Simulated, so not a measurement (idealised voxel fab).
process module | voxel self aligned vias
Square cells of 5 nm make up the cross-section cut, whose width is 155 nm.
How to read a cross-section here: the picture is a grid of square cells, written as bands going from the top down, and any band can span one or more rows of cells.
Read a band's entry like this: the first values are the height of its top and the height of its bottom in nm, and what follows is the sequence of materials from left to right, each with its width in nm. Note that "empty" is empty space, and that a single material marked "throughout" reaches across the band from edge to edge.
Basically, 0 is our baseline, since under it the wafer straight out of the box is all one material. The bottom band has no lower end and keeps on going down, so it looks like "0 nm and below".
Graded width ("30 to 40"): value in top row of band = first number; value in bottom row = second number; row-to-row change constant.
"no alterations made", as given for a step, is the statement that not any cell of the cross-section underwent a change during that step.
In "Closed cavity list" the enclosed voids are listed, meaning empty spaces of 8 cells or larger without any opening to the top. The form is width x height at distance, distance from the left edge, units nm.
Whatever follows a step's settings on its line is a remark the simulator itself makes about that step.
"overlay nm" on a masked step: distance the mask lay right of its planned place, negative for left.

So here's the lineup of process steps we planned:
1: RECEIVE, material Si
2: CONFORMAL_DEP, material SiO2, thk nm 15
3: CONFORMAL_DEP, material SiCN, thk nm 5
4: DIRECTIONAL_DEP, material SiO2, thk nm 20
5: DIRECTIONAL_DEP, material aC, thk nm 15
6: PATTERN, tone open, mask id LINES, material resist, width nm 20, pitch nm 70, thk nm 30, overlay nm 0
7: DIRECTIONAL_ETCH, etch materials aC, depth nm 15
8: STRIP, etch materials resist
9: DIRECTIONAL_ETCH, etch materials SiO2, depth nm 20
10: STRIP, etch materials aC
11: CONFORMAL_DEP, material TiN, thk nm 5
12: FILL_DEP, material W, thk nm 10
13: CMP, height nm 40
14: SELECTIVE_ETCH, etch materials W Ru TiN, depth nm 5
15: FILL_DEP, material SiN, thk nm 10
16: CMP, height nm 40
17: DIRECTIONAL_DEP, material SiO2, thk nm 20
18: DIRECTIONAL_DEP, material aC, thk nm 10
19: PATTERN, tone open, mask id VIAS, material resist, width nm 40, thk nm 30, overlay nm 0
20: DIRECTIONAL_ETCH, etch materials aC, depth nm 10
21: STRIP, etch materials resist
22: DIRECTIONAL_ETCH, etch materials SiO2, depth nm 20
23: DIRECTIONAL_ETCH, etch materials SiN, depth nm 5
24: STRIP, etch materials aC
25: CONFORMAL_DEP, material TiN, thk nm 5
26: FILL_DEP, material Cu, thk nm 5
27: CMP, height nm 60
28: CONFORMAL_DEP, material SiN, thk nm 5

As-received wafer cross-section (after step 1):
- 0 nm and below | Si throughout
- Closed cavity list: none

Wafer at module end, in section. Began as above, planned as above, run with one mistake:
- 75 nm to 60 nm | SiN throughout
- 60 nm to 45 nm | 20 of SiO2, then 5 of TiN, then 30 of Cu, then 5 of TiN, then 95 of SiO2
- 45 nm to 40 nm | 20 of SiO2, then 15 of TiN, then 10 of Cu, then 15 of TiN, then 95 of SiO2
- 40 nm to 35 nm | 30 of SiO2, then 20 of TiN, then 50 of SiO2, then 20 of SiN, then 35 of SiO2
- 35 nm to 25 nm | 30 of SiO2, then 5 of TiN, then 10 of W, then 5 of TiN, then 50 of SiO2, then 5 of TiN, then 10 of W, then 5 of TiN, then 35 of SiO2
- 25 nm to 20 nm | 30 of SiO2, then 20 of TiN, then 50 of SiO2, then 20 of TiN, then 35 of SiO2
- 20 nm to 15 nm | SiCN throughout
- 15 nm to 0 nm | SiO2 throughout
- 0 nm and below | Si throughout
- Closed cavity list: none
Heads up, the wafer didn't run the way we planned it: step 28 did not happen as planned, as run it was CONFORMAL_DEP, material SiN, thk nm 15
